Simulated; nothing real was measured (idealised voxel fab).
Proc. module: voxel double patterning
Pictured: cross-section cut, 175 nm wide, on a grid of 5 nm square cells.
Bands, listed from the top down, are how a cross-section gets written in this document; the cross-section itself is a grid of square cells, and a band is one or more rows of them.
Each band's line starts with the height of the band's top and of its bottom, in nm. Then come its materials from left to right, each with its width in nm. One material with "all across" fills the band from edge to edge. "empty" is empty space.
Height is counted from the level 0, under which the received wafer is composed throughout of one material. The lowest of the bands is not closed at the bottom but continues downward, in the notation "from 0 down".
You'd read "30..40" like this: the band's top row of cells is as wide as the first number, its bottom row is as wide as the second, and going down, every row changes width by the same amount as the row before did.
Take "nothing was modified" at face value: in the step it is given for, the cross-section changed in none of its cells.
"Enclosed voids" enumerates empty spaces isolated from the top, with no open way to it, that contain at least 8 cells, giving each as width x height at distance from the left edge, all three in nm.
Read whatever lies past the settings on a step's line as the simulator's own remark about the step.
overlay nm: mask right of planned place by this much (step with mask). Neg. = left.
Reading key. Pairs: pre-step and post-step cross-section, one process step apart; post-step view only to lowest changed band. Step between + settings: beneath pair. Runs: pairs may be from different runs of this module, same starting wafer. Continuation from pair above: only where "Pre-step snapshot" entry says.

## Pre-step snapshot
  from 0 down = Si all across
  Enclosed voids: none

## Cross-Section After Step
  from 5 to 0 = SiO2 all across
  Under 0: no change, same as before.
  Enclosed voids: none
In between the before and after cross-sections above, the step is CONFORMAL_DEP | material SiO2 | thk nm 5

Pre-step snapshot: per the after cross-section of the pair just above.

## Cross-Section After Step
  from 15 to 5 = W all across
  Under 5: no change, same as before.
  Enclosed voids: none
In between the before and after cross-sections above, the step is DIRECTIONAL_DEP | material W | thk nm 10

Pre-step snapshot: per the after cross-section of the pair just above.

## Cross-Section After Step
  from 25 to 15 = SiCN all across
  Under 15: no change, same as before.
  Enclosed voids: none
In between the before and after cross-sections above, the step is DIRECTIONAL_DEP | material SiCN | thk nm 10

Pre-step snapshot: per the after cross-section of the pair just above.

## Cross-Section After Step
  from 35 to 25 = aC all across
  Under 25: no change, same as before.
  Enclosed voids: none
In between the before and after cross-sections above, the step is DIRECTIONAL_DEP | material aC | thk nm 10

Pre-step snapshot: per the after cross-section of the pair just above.

## Cross-Section After Step
  from 65 to 35 = 55 nm resist, 15 nm empty, 35 nm resist, 15 nm empty, 55 nm resist
  Under 35: no change, same as before.
  Enclosed voids: none
In between the before and after cross-sections above, the step is PATTERN | tone open | mask id FIRST | material resist | width nm 15 | pitch nm 50 | thk nm 30 | overlay nm 0

Pre-step snapshot: per the after cross-section of the pair just above.

## Cross-Section After Step
  from 55 to 35 = 55 nm resist, 15 nm empty, 35 nm resist, 15 nm empty, 55 nm resist
  from 35 to 25 = 55 nm aC, 15 nm empty, 35 nm aC, 15 nm empty, 55 nm aC
  Under 25: no change, same as before.
  Enclosed voids: none
In between the before and after cross-sections above, the step is DIRECTIONAL_ETCH | etch materials aC | depth nm 10

Pre-step snapshot: per the after cross-section of the pair just above.

## Cross-Section After Step
  from 35 to 25 = 55 nm aC, 15 nm empty, 35 nm aC, 15 nm empty, 55 nm aC
  Under 25: no change, same as before.
  Enclosed voids: none
In between the before and after cross-sections above, the step is STRIP | etch materials resist

Pre-step snapshot: per the after cross-section of the pair just above.

## Cross-Section After Step
  from 35 to 25 = 55 nm aC, 15 nm empty, 35 nm aC, 15 nm empty, 55 nm aC
  from 25 to 15 = 55 nm SiCN, 15 nm empty, 35 nm SiCN, 15 nm empty, 55 nm SiCN
  Under 15: no change, same as before.
  Enclosed voids: none
In between the before and after cross-sections above, the step is DIRECTIONAL_ETCH | etch materials SiCN | depth nm 10

Pre-step snapshot: per the after cross-section of the pair just above.

## Cross-Section After Step
  from 25 to 15 = 55 nm SiCN, 15 nm empty, 35 nm SiCN, 15 nm empty, 55 nm SiCN
  Under 15: no change, same as before.
  Enclosed voids: none
In between the before and after cross-sections above, the step is STRIP | etch materials aC

Pre-step snapshot: per the after cross-section of the pair just above.

## Cross-Section After Step
  from 45 to 25 = 80 nm resist, 15 nm empty, 80 nm resist
  from 25 to 15 = 55 nm SiCN, 15 nm resist, 35 nm SiCN, 15 nm resist, 55 nm SiCN
  Under 15: no change, same as before.
  Enclosed voids: none
In between the before and after cross-sections above, the step is PATTERN | tone open | mask id SECOND | material resist | width nm 15 | thk nm 20 | overlay nm 0

Pre-step snapshot: per the after cross-section of the pair just above.

## Cross-Section After Step
  from 45 to 25 = 80 nm resist, 15 nm empty, 80 nm resist
  from 25 to 15 = 55 nm SiCN, 15 nm resist, 10 nm SiCN, 15 nm empty, 10 nm SiCN, 15 nm resist, 55 nm SiCN
  Under 15: no change, same as before.
  Enclosed voids: none
In between the before and after cross-sections above, the step is DIRECTIONAL_ETCH | etch materials SiCN | depth nm 10

Pre-step snapshot: per the after cross-section of the pair just above.

## Cross-Section After Step
  from 25 to 15 = 55 nm SiCN, 15 nm empty, 10 nm SiCN, 15 nm empty, 10 nm SiCN, 15 nm empty, 55 nm SiCN
  Under 15: no change, same as before.
  Enclosed voids: none
In between the before and after cross-sections above, the step is STRIP | etch materials resist

Pre-step snapshot: per the after cross-section of the pair just above.

## Cross-Section After Step
  from 25 to 15 = 55 nm SiCN, 15 nm empty, 10 nm SiCN, 15 nm empty, 10 nm SiCN, 15 nm empty, 55 nm SiCN
  from 15 to 5 = 55 nm W, 15 nm empty, 10 nm W, 15 nm empty, 10 nm W, 15 nm empty, 55 nm W
  Under 5: no change, same as before.
  Enclosed voids: none
In between the before and after cross-sections above, the step is DIRECTIONAL_ETCH | etch materials W | depth nm 10

Pre-step snapshot: per the after cross-section of the pair just above.

## Cross-Section After Step
  from 15 to 5 = 55 nm W, 15 nm empty, 10 nm W, 15 nm empty, 10 nm W, 15 nm empty, 55 nm W
  Under 5: no change, same as before.
  Enclosed voids: none
In between the before and after cross-sections above, the step is STRIP | etch materials SiCN

## Pre-step snapshot
  from 0 down = Si all across
  Enclosed voids: none

## Cross-Section After Step
  from 10 to 0 = W all across
  Under 0: no change, same as before.
  Enclosed voids: none
In between the before and after cross-sections above, the step is DIRECTIONAL_DEP | material W | thk nm 10

Pre-step snapshot: per the after cross-section of the pair just above.

## Cross-Section After Step
  from 20 to 10 = SiCN all across
  Under 10: no change, same as before.
  Enclosed voids: none
In between the before and after cross-sections above, the step is DIRECTIONAL_DEP | material SiCN | thk nm 10

Pre-step snapshot: per the after cross-section of the pair just above.

## Cross-Section After Step
  from 30 to 20 = aC all across
  Under 20: no change, same as before.
  Enclosed voids: none
In between the before and after cross-sections above, the step is DIRECTIONAL_DEP | material aC | thk nm 10

Pre-step snapshot: per the after cross-section of the pair just above.

## Cross-Section After Step
  from 60 to 30 = 55 nm resist, 15 nm empty, 35 nm resist, 15 nm empty, 55 nm resist
  Under 30: no change, same as before.
  Enclosed voids: none
In between the before and after cross-sections above, the step is PATTERN | tone open | mask id FIRST | material resist | width nm 15 | pitch nm 50 | thk nm 30 | overlay nm 0

Pre-step snapshot: per the after cross-section of the pair just above.

## Cross-Section After Step
  from 50 to 30 = 55 nm resist, 15 nm empty, 35 nm resist, 15 nm empty, 55 nm resist
  from 30 to 20 = 55 nm aC, 15 nm empty, 35 nm aC, 15 nm empty, 55 nm aC
  Under 20: no change, same as before.
  Enclosed voids: none
In between the before and after cross-sections above, the step is DIRECTIONAL_ETCH | etch materials aC | depth nm 10

Pre-step snapshot: per the after cross-section of the pair just above.

## Cross-Section After Step
  from 30 to 20 = 55 nm aC, 15 nm empty, 35 nm aC, 15 nm empty, 55 nm aC
  Under 20: no change, same as before.
  Enclosed voids: none
In between the before and after cross-sections above, the step is STRIP | etch materials resist

Pre-step snapshot: per the after cross-section of the pair just above.

## Cross-Section After Step
  from 30 to 20 = 55 nm aC, 15 nm empty, 35 nm aC, 15 nm empty, 55 nm aC
  from 20 to 10 = 55 nm SiCN, 15 nm empty, 35 nm SiCN, 15 nm empty, 55 nm SiCN
  Under 10: no change, same as before.
  Enclosed voids: none
In between the before and after cross-sections above, the step is DIRECTIONAL_ETCH | etch materials SiCN | depth nm 10

Pre-step snapshot: per the after cross-section of the pair just above.

## Cross-Section After Step
  from 20 to 10 = 55 nm SiCN, 15 nm empty, 35 nm SiCN, 15 nm empty, 55 nm SiCN
  Under 10: no change, same as before.
  Enclosed voids: none
In between the before and after cross-sections above, the step is STRIP | etch materials aC

Pre-step snapshot: per the after cross-section of the pair just above.

## Cross-Section After Step
  from 40 to 20 = 80 nm resist, 15 nm empty, 80 nm resist
  from 20 to 10 = 55 nm SiCN, 15 nm resist, 35 nm SiCN, 15 nm resist, 55 nm SiCN
  Under 10: no change, same as before.
  Enclosed voids: none
In between the before and after cross-sections above, the step is PATTERN | tone open | mask id SECOND | material resist | width nm 15 | thk nm 20 | overlay nm 0

Pre-step snapshot: per the after cross-section of the pair just above.

## Cross-Section After Step
  from 40 to 20 = 80 nm resist, 15 nm empty, 80 nm resist
  from 20 to 10 = 55 nm SiCN, 15 nm resist, 10 nm SiCN, 15 nm empty, 10 nm SiCN, 15 nm resist, 55 nm SiCN
  Under 10: no change, same as before.
  Enclosed voids: none
In between the before and after cross-sections above, the step is DIRECTIONAL_ETCH | etch materials SiCN | depth nm 10

Pre-step snapshot: per the after cross-section of the pair just above.

## Cross-Section After Step
  from 20 to 10 = 55 nm SiCN, 15 nm empty, 10 nm SiCN, 15 nm empty, 10 nm SiCN, 15 nm empty, 55 nm SiCN
  Under 10: no change, same as before.
  Enclosed voids: none
In between the before and after cross-sections above, the step is STRIP | etch materials resist

Pre-step snapshot: per the after cross-section of the pair just above.

## Cross-Section After Step
  from 20 to 10 = 55 nm SiCN, 15 nm empty, 10 nm SiCN, 15 nm empty, 10 nm SiCN, 15 nm empty, 55 nm SiCN
  from 10 to 0 = 55 nm W, 15 nm empty, 10 nm W, 15 nm empty, 10 nm W, 15 nm empty, 55 nm W
  Under 0: no change, same as before.
  Enclosed voids: none
In between the before and after cross-sections above, the step is DIRECTIONAL_ETCH | etch materials W | depth nm 10

Pre-step snapshot: per the after cross-section of the pair just above.

## Cross-Section After Step
  from 10 to 0 = 55 nm W, 15 nm empty, 10 nm W, 15 nm empty, 10 nm W, 15 nm empty, 55 nm W
  Under 0: no change, same as before.
  Enclosed voids: none
In between the before and after cross-sections above, the step is STRIP | etch materials SiCN

## Pre-step snapshot
  from 10 to 0 = W all across
  from 0 down = Si all across
  Enclosed voids: none

## Cross-Section After Step
  from 15 to 10 = SiO2 all across
  Under 10: no change, same as before.
  Enclosed voids: none
In between the before and after cross-sections above, the step is CONFORMAL_DEP | material SiO2 | thk nm 5

Pre-step snapshot: per the after cross-section of the pair just above.

## Cross-Section After Step
  from 25 to 15 = SiCN all across
  Under 15: no change, same as before.
  Enclosed voids: none
In between the before and after cross-sections above, the step is DIRECTIONAL_DEP | material SiCN | thk nm 10

Pre-step snapshot: per the after cross-section of the pair just above.

## Cross-Section After Step
  from 35 to 25 = aC all across
  Under 25: no change, same as before.
  Enclosed voids: none
In between the before and after cross-sections above, the step is DIRECTIONAL_DEP | material aC | thk nm 10

Pre-step snapshot: per the after cross-section of the pair just above.

## Cross-Section After Step
  from 65 to 35 = 55 nm resist, 15 nm empty, 35 nm resist, 15 nm empty, 55 nm resist
  Under 35: no change, same as before.
  Enclosed voids: none
In between the before and after cross-sections above, the step is PATTERN | tone open | mask id FIRST | material resist | width nm 15 | pitch nm 50 | thk nm 30 | overlay nm 0

Pre-step snapshot: per the after cross-section of the pair just above.

## Cross-Section After Step
  from 55 to 35 = 55 nm resist, 15 nm empty, 35 nm resist, 15 nm empty, 55 nm resist
  from 35 to 25 = 55 nm aC, 15 nm empty, 35 nm aC, 15 nm empty, 55 nm aC
  Under 25: no change, same as before.
  Enclosed voids: none
In between the before and after cross-sections above, the step is DIRECTIONAL_ETCH | etch materials aC | depth nm 10

Pre-step snapshot: per the after cross-section of the pair just above.

## Cross-Section After Step
  from 35 to 25 = 55 nm aC, 15 nm empty, 35 nm aC, 15 nm empty, 55 nm aC
  Under 25: no change, same as before.
  Enclosed voids: none
In between the before and after cross-sections above, the step is STRIP | etch materials resist

Pre-step snapshot: per the after cross-section of the pair just above.

## Cross-Section After Step
  from 35 to 25 = 55 nm aC, 15 nm empty, 35 nm aC, 15 nm empty, 55 nm aC
  from 25 to 15 = 55 nm SiCN, 15 nm empty, 35 nm SiCN, 15 nm empty, 55 nm SiCN
  Under 15: no change, same as before.
  Enclosed voids: none
In between the before and after cross-sections above, the step is DIRECTIONAL_ETCH | etch materials SiCN | depth nm 10

Pre-step snapshot: per the after cross-section of the pair just above.

## Cross-Section After Step
  from 25 to 15 = 55 nm SiCN, 15 nm empty, 35 nm SiCN, 15 nm empty, 55 nm SiCN
  Under 15: no change, same as before.
  Enclosed voids: none
In between the before and after cross-sections above, the step is STRIP | etch materials aC

Pre-step snapshot: per the after cross-section of the pair just above.

## Cross-Section After Step
  from 45 to 25 = 80 nm resist, 15 nm empty, 80 nm resist
  from 25 to 15 = 55 nm SiCN, 15 nm resist, 35 nm SiCN, 15 nm resist, 55 nm SiCN
  Under 15: no change, same as before.
  Enclosed voids: none
In between the before and after cross-sections above, the step is PATTERN | tone open | mask id SECOND | material resist | width nm 15 | thk nm 20 | overlay nm 0

Pre-step snapshot: per the after cross-section of the pair just above.

## Cross-Section After Step
  from 45 to 25 = 80 nm resist, 15 nm empty, 80 nm resist
  from 25 to 15 = 55 nm SiCN, 15 nm resist, 10 nm SiCN, 15 nm empty, 10 nm SiCN, 15 nm resist, 55 nm SiCN
  Under 15: no change, same as before.
  Enclosed voids: none
In between the before and after cross-sections above, the step is DIRECTIONAL_ETCH | etch materials SiCN | depth nm 10

Pre-step snapshot: per the after cross-section of the pair just above.

## Cross-Section After Step
  from 25 to 15 = 55 nm SiCN, 15 nm empty, 10 nm SiCN, 15 nm empty, 10 nm SiCN, 15 nm empty, 55 nm SiCN
  Under 15: no change, same as before.
  Enclosed voids: none
In between the before and after cross-sections above, the step is STRIP | etch materials resist

Pre-step snapshot: per the after cross-section of the pair just above.

## Cross-Section After Step
  from 15 to 10 = SiO2 all across
  Under 10: no change, same as before.
  Enclosed voids: none
In between the before and after cross-sections above, the step is STRIP | etch materials SiCN

## Pre-step snapshot
  from 5 to 0 = SiO2 all across
  from 0 down = Si all across
  Enclosed voids: none

## Cross-Section After Step
  from 10 to 5 = W all across
  Under 5: no change, same as before.
  Enclosed voids: none
In between the before and after cross-sections above, the step is DIRECTIONAL_DEP | material W | thk nm 5

Pre-step snapshot: per the after cross-section of the pair just above.

## Cross-Section After Step
  from 20 to 10 = SiCN all across
  Under 10: no change, same as before.
  Enclosed voids: none
In between the before and after cross-sections above, the step is DIRECTIONAL_DEP | material SiCN | thk nm 10

Pre-step snapshot: per the after cross-section of the pair just above.

## Cross-Section After Step
  from 30 to 20 = aC all across
  Under 20: no change, same as before.
  Enclosed voids: none
In between the before and after cross-sections above, the step is DIRECTIONAL_DEP | material aC | thk nm 10

Pre-step snapshot: per the after cross-section of the pair just above.

## Cross-Section After Step
  from 60 to 30 = 55 nm resist, 15 nm empty, 35 nm resist, 15 nm empty, 55 nm resist
  Under 30: no change, same as before.
  Enclosed voids: none
In between the before and after cross-sections above, the step is PATTERN | tone open | mask id FIRST | material resist | width nm 15 | pitch nm 50 | thk nm 30 | overlay nm 0

Pre-step snapshot: per the after cross-section of the pair just above.

## Cross-Section After Step
  from 50 to 30 = 55 nm resist, 15 nm empty, 35 nm resist, 15 nm empty, 55 nm resist
  from 30 to 20 = 55 nm aC, 15 nm empty, 35 nm aC, 15 nm empty, 55 nm aC
  Under 20: no change, same as before.
  Enclosed voids: none
In between the before and after cross-sections above, the step is DIRECTIONAL_ETCH | etch materials aC | depth nm 10

Pre-step snapshot: per the after cross-section of the pair just above.

## Cross-Section After Step
  from 30 to 20 = 55 nm aC, 15 nm empty, 35 nm aC, 15 nm empty, 55 nm aC
  Under 20: no change, same as before.
  Enclosed voids: none
In between the before and after cross-sections above, the step is STRIP | etch materials resist

Pre-step snapshot: per the after cross-section of the pair just above.

## Cross-Section After Step
  from 30 to 20 = 55 nm aC, 15 nm empty, 35 nm aC, 15 nm empty, 55 nm aC
  from 20 to 10 = 55 nm SiCN, 15 nm empty, 35 nm SiCN, 15 nm empty, 55 nm SiCN
  Under 10: no change, same as before.
  Enclosed voids: none
In between the before and after cross-sections above, the step is DIRECTIONAL_ETCH | etch materials SiCN | depth nm 10

Pre-step snapshot: per the after cross-section of the pair just above.

## Cross-Section After Step
  from 20 to 10 = 55 nm SiCN, 15 nm empty, 35 nm SiCN, 15 nm empty, 55 nm SiCN
  Under 10: no change, same as before.
  Enclosed voids: none
In between the before and after cross-sections above, the step is STRIP | etch materials aC

Pre-step snapshot: per the after cross-section of the pair just above.

## Cross-Section After Step
  from 40 to 20 = 80 nm resist, 15 nm empty, 80 nm resist
  from 20 to 10 = 55 nm SiCN, 15 nm resist, 35 nm SiCN, 15 nm resist, 55 nm SiCN
  Under 10: no change, same as before.
  Enclosed voids: none
In between the before and after cross-sections above, the step is PATTERN | tone open | mask id SECOND | material resist | width nm 15 | thk nm 20 | overlay nm 0

Pre-step snapshot: per the after cross-section of the pair just above.

## Cross-Section After Step
  from 40 to 20 = 80 nm resist, 15 nm empty, 80 nm resist
  from 20 to 10 = 55 nm SiCN, 15 nm resist, 10 nm SiCN, 15 nm empty, 10 nm SiCN, 15 nm resist, 55 nm SiCN
  Under 10: no change, same as before.
  Enclosed voids: none
In between the before and after cross-sections above, the step is DIRECTIONAL_ETCH | etch materials SiCN | depth nm 10

Pre-step snapshot: per the after cross-section of the pair just above.

## Cross-Section After Step
  from 20 to 10 = 55 nm SiCN, 15 nm empty, 10 nm SiCN, 15 nm empty, 10 nm SiCN, 15 nm empty, 55 nm SiCN
  Under 10: no change, same as before.
  Enclosed voids: none
In between the before and after cross-sections above, the step is STRIP | etch materials resist

Pre-step snapshot: per the after cross-section of the pair just above.

## Cross-Section After Step
  from 20 to 10 = 55 nm SiCN, 15 nm empty, 10 nm SiCN, 15 nm empty, 10 nm SiCN, 15 nm empty, 55 nm SiCN
  from 10 to 5 = 55 nm W, 15 nm empty, 10 nm W, 15 nm empty, 10 nm W, 15 nm empty, 55 nm W
  Under 5: no change, same as before.
  Enclosed voids: none
In between the before and after cross-sections above, the step is DIRECTIONAL_ETCH | etch materials W | depth nm 10

Pre-step snapshot: per the after cross-section of the pair just above.

## Cross-Section After Step
  from 10 to 5 = 55 nm W, 15 nm empty, 10 nm W, 15 nm empty, 10 nm W, 15 nm empty, 55 nm W
  Under 5: no change, same as before.
  Enclosed voids: none
In between the before and after cross-sections above, the step is STRIP | etch materials SiCN

## Pre-step snapshot
  from 25 to 15 = 55 nm SiCN, 15 nm empty, 35 nm SiCN, 15 nm empty, 55 nm SiCN
  from 15 to 5 = W all across
  from 5 to 0 = SiO2 all across
  from 0 down = Si all across
  Enclosed voids: none

## Cross-Section After Step
  from 45 to 25 = 75 nm resist, 25 nm empty, 75 nm resist
  from 25 to 15 = 55 nm SiCN, 15 nm resist, 35 nm SiCN, 15 nm resist, 55 nm SiCN
  Under 15: no change, same as before.
  Enclosed voids: none
In between the before and after cross-sections above, the step is PATTERN | tone open | mask id SECOND | material resist | width nm 25 | thk nm 20 | overlay nm 0

Pre-step snapshot: per the after cross-section of the pair just above.

## Cross-Section After Step
  from 45 to 25 = 75 nm resist, 25 nm empty, 75 nm resist
  from 25 to 15 = 55 nm SiCN, 15 nm resist, 5 nm SiCN, 25 nm empty, 5 nm SiCN, 15 nm resist, 55 nm SiCN
  Under 15: no change, same as before.
  Enclosed voids: none
In between the before and after cross-sections above, the step is DIRECTIONAL_ETCH | etch materials SiCN | depth nm 10

Pre-step snapshot: per the after cross-section of the pair just above.

## Cross-Section After Step
  from 25 to 15 = 55 nm SiCN, 15 nm empty, 5 nm SiCN, 25 nm empty, 5 nm SiCN, 15 nm empty, 55 nm SiCN
  Under 15: no change, same as before.
  Enclosed voids: none
In between the before and after cross-sections above, the step is STRIP | etch materials resist

Pre-step snapshot: per the after cross-section of the pair just above.

## Cross-Section After Step
  from 25 to 15 = 55 nm SiCN, 15 nm empty, 5 nm SiCN, 25 nm empty, 5 nm SiCN, 15 nm empty, 55 nm SiCN
  from 15 to 5 = 55 nm W, 15 nm empty, 5 nm W, 25 nm empty, 5 nm W, 15 nm empty, 55 nm W
  Under 5: no change, same as before.
  Enclosed voids: none
In between the before and after cross-sections above, the step is DIRECTIONAL_ETCH | etch materials W | depth nm 10

Pre-step snapshot: per the after cross-section of the pair just above.

## Cross-Section After Step
  from 15 to 5 = 55 nm W, 15 nm empty, 5 nm W, 25 nm empty, 5 nm W, 15 nm empty, 55 nm W
  Under 5: no change, same as before.
  Enclosed voids: none
In between the before and after cross-sections above, the step is STRIP | etch materials SiCN

## Pre-step snapshot
  from 35 to 25 = aC all across
  from 25 to 15 = SiCN all across
  from 15 to 5 = W all across
  from 5 to 0 = SiO2 all across
  from 0 down = Si all across
  Enclosed voids: none

## Cross-Section After Step
  from 65 to 35 = 45 nm resist, 15 nm empty, 35 nm resist, 15 nm empty, 65 nm resist
  Under 35: no change, same as before.
  Enclosed voids: none
In between the before and after cross-sections above, the step is PATTERN | tone open | mask id FIRST | material resist | width nm 15 | pitch nm 50 | thk nm 30 | overlay nm -10

Pre-step snapshot: per the after cross-section of the pair just above.

## Cross-Section After Step
  from 55 to 35 = 45 nm resist, 15 nm empty, 35 nm resist, 15 nm empty, 65 nm resist
  from 35 to 25 = 45 nm aC, 15 nm empty, 35 nm aC, 15 nm empty, 65 nm aC
  Under 25: no change, same as before.
  Enclosed voids: none
In between the before and after cross-sections above, the step is DIRECTIONAL_ETCH | etch materials aC | depth nm 10

Pre-step snapshot: per the after cross-section of the pair just above.

## Cross-Section After Step
  from 35 to 25 = 45 nm aC, 15 nm empty, 35 nm aC, 15 nm empty, 65 nm aC
  Under 25: no change, same as before.
  Enclosed voids: none
In between the before and after cross-sections above, the step is STRIP | etch materials resist

Pre-step snapshot: per the after cross-section of the pair just above.

## Cross-Section After Step
  from 35 to 25 = 45 nm aC, 15 nm empty, 35 nm aC, 15 nm empty, 65 nm aC
  from 25 to 15 = 45 nm SiCN, 15 nm empty, 35 nm SiCN, 15 nm empty, 65 nm SiCN
  Under 15: no change, same as before.
  Enclosed voids: none
In between the before and after cross-sections above, the step is DIRECTIONAL_ETCH | etch materials SiCN | depth nm 10

Pre-step snapshot: per the after cross-section of the pair just above.

## Cross-Section After Step
  from 25 to 15 = 45 nm SiCN, 15 nm empty, 35 nm SiCN, 15 nm empty, 65 nm SiCN
  Under 15: no change, same as before.
  Enclosed voids: none
In between the before and after cross-sections above, the step is STRIP | etch materials aC

Pre-step snapshot: per the after cross-section of the pair just above.

## Cross-Section After Step
  from 45 to 25 = 80 nm resist, 15 nm empty, 80 nm resist
  from 25 to 15 = 45 nm SiCN, 15 nm resist, 35 nm SiCN, 15 nm resist, 65 nm SiCN
  Under 15: no change, same as before.
  Enclosed voids: none
In between the before and after cross-sections above, the step is PATTERN | tone open | mask id SECOND | material resist | width nm 15 | thk nm 20 | overlay nm 0

Pre-step snapshot: per the after cross-section of the pair just above.

## Cross-Section After Step
  from 45 to 25 = 80 nm resist, 15 nm empty, 80 nm resist
  from 25 to 15 = 45 nm SiCN, 15 nm resist, 20 nm SiCN, 15 nm empty, 15 nm resist, 65 nm SiCN
  Under 15: no change, same as before.
  Enclosed voids: none
In between the before and after cross-sections above, the step is DIRECTIONAL_ETCH | etch materials SiCN | depth nm 10

Pre-step snapshot: per the after cross-section of the pair just above.

## Cross-Section After Step
  from 25 to 15 = 45 nm SiCN, 15 nm empty, 20 nm SiCN, 30 nm empty, 65 nm SiCN
  Under 15: no change, same as before.
  Enclosed voids: none
In between the before and after cross-sections above, the step is STRIP | etch materials resist

Pre-step snapshot: per the after cross-section of the pair just above.

## Cross-Section After Step
  from 25 to 15 = 45 nm SiCN, 15 nm empty, 20 nm SiCN, 30 nm empty, 65 nm SiCN
  from 15 to 5 = 45 nm W, 15 nm empty, 20 nm W, 30 nm empty, 65 nm W
  Under 5: no change, same as before.
  Enclosed voids: none
In between the before and after cross-sections above, the step is DIRECTIONAL_ETCH | etch materials W | depth nm 10

Pre-step snapshot: per the after cross-section of the pair just above.

## Cross-Section After Step
  from 15 to 5 = 45 nm W, 15 nm empty, 20 nm W, 30 nm empty, 65 nm W
  Under 5: no change, same as before.
  Enclosed voids: none
In between the before and after cross-sections above, the step is STRIP | etch materials SiCN

## Pre-step snapshot
  from 25 to 15 = SiCN all across
  from 15 to 5 = W all across
  from 5 to 0 = SiO2 all across
  from 0 down = Si all across
  Enclosed voids: none

## Cross-Section After Step
  from 35 to 25 = SiO2 all across
  Under 25: no change, same as before.
  Enclosed voids: none
In between the before and after cross-sections above, the step is DIRECTIONAL_DEP | material SiO2 | thk nm 10

Pre-step snapshot: per the after cross-section of the pair just above.

## Cross-Section After Step
  from 65 to 35 = 55 nm resist, 15 nm empty, 35 nm resist, 15 nm empty, 55 nm resist
  Under 35: no change, same as before.
  Enclosed voids: none
In between the before and after cross-sections above, the step is PATTERN | tone open | mask id FIRST | material resist | width nm 15 | pitch nm 50 | thk nm 30 | overlay nm 0

Pre-step snapshot: per the after cross-section of the pair just above.

## Cross-Section After Step
  from 55 to 35 = 55 nm resist, 15 nm empty, 35 nm resist, 15 nm empty, 55 nm resist
  Under 35: no change, same as before.
  Enclosed voids: none
In between the before and after cross-sections above, the step is DIRECTIONAL_ETCH | etch materials aC | depth nm 10

Pre-step snapshot: per the after cross-section of the pair just above.

## Cross-Section After Step
  from 35 to 25 = SiO2 all across
  Under 25: no change, same as before.
  Enclosed voids: none
In between the before and after cross-sections above, the step is STRIP | etch materials resist

Pre-step snapshot: per the after cross-section of the pair just above.

## Cross-Section After Step
  from 55 to 35 = 80 nm resist, 15 nm empty, 80 nm resist
  Under 35: no change, same as before.
  Enclosed voids: none
In between the before and after cross-sections above, the step is PATTERN | tone open | mask id SECOND | material resist | width nm 15 | thk nm 20 | overlay nm 0

Pre-step snapshot: per the after cross-section of the pair just above.

## Cross-Section After Step
  from 35 to 25 = SiO2 all across
  Under 25: no change, same as before.
  Enclosed voids: none
In between the before and after cross-sections above, the step is STRIP | etch materials resist

## Pre-step snapshot
  from 25 to 15 = 55 nm SiCN, 15 nm empty, 35 nm SiCN, 15 nm empty, 55 nm SiCN
  from 15 to 5 = W all across
  from 5 to 0 = SiO2 all across
  from 0 down = Si all across
  Enclosed voids: none

## Cross-Section After Step
  from 45 to 25 = 80 nm empty, 15 nm resist, 80 nm empty
  Under 25: no change, same as before.
  Enclosed voids: none
In between the before and after cross-sections above, the step is PATTERN | tone cover | mask id SECOND | material resist | width nm 15 | thk nm 20 | overlay nm 0

Pre-step snapshot: per the after cross-section of the pair just above.

## Cross-Section After Step
  from 45 to 25 = 80 nm empty, 15 nm resist, 80 nm empty
  from 25 to 15 = 80 nm empty, 15 nm SiCN, 80 nm empty
  Under 15: no change, same as before.
  Enclosed voids: none
In between the before and after cross-sections above, the step is DIRECTIONAL_ETCH | etch materials SiCN | depth nm 10

Pre-step snapshot: per the after cross-section of the pair just above.

## Cross-Section After Step
  from 25 to 15 = 80 nm empty, 15 nm SiCN, 80 nm empty
  Under 15: no change, same as before.
  Enclosed voids: none
In between the before and after cross-sections above, the step is STRIP | etch materials resist

Pre-step snapshot: per the after cross-section of the pair just above.

## Cross-Section After Step
  from 25 to 15 = 80 nm empty, 15 nm SiCN, 80 nm empty
  from 15 to 5 = 80 nm empty, 15 nm W, 80 nm empty
  Under 5: no change, same as before.
  Enclosed voids: none
In between the before and after cross-sections above, the step is DIRECTIONAL_ETCH | etch materials W | depth nm 10

Pre-step snapshot: per the after cross-section of the pair just above.

## Cross-Section After Step
  from 15 to 5 = 80 nm empty, 15 nm W, 80 nm empty
  Under 5: no change, same as before.
  Enclosed voids: none
In between the before and after cross-sections above, the step is STRIP | etch materials SiCN
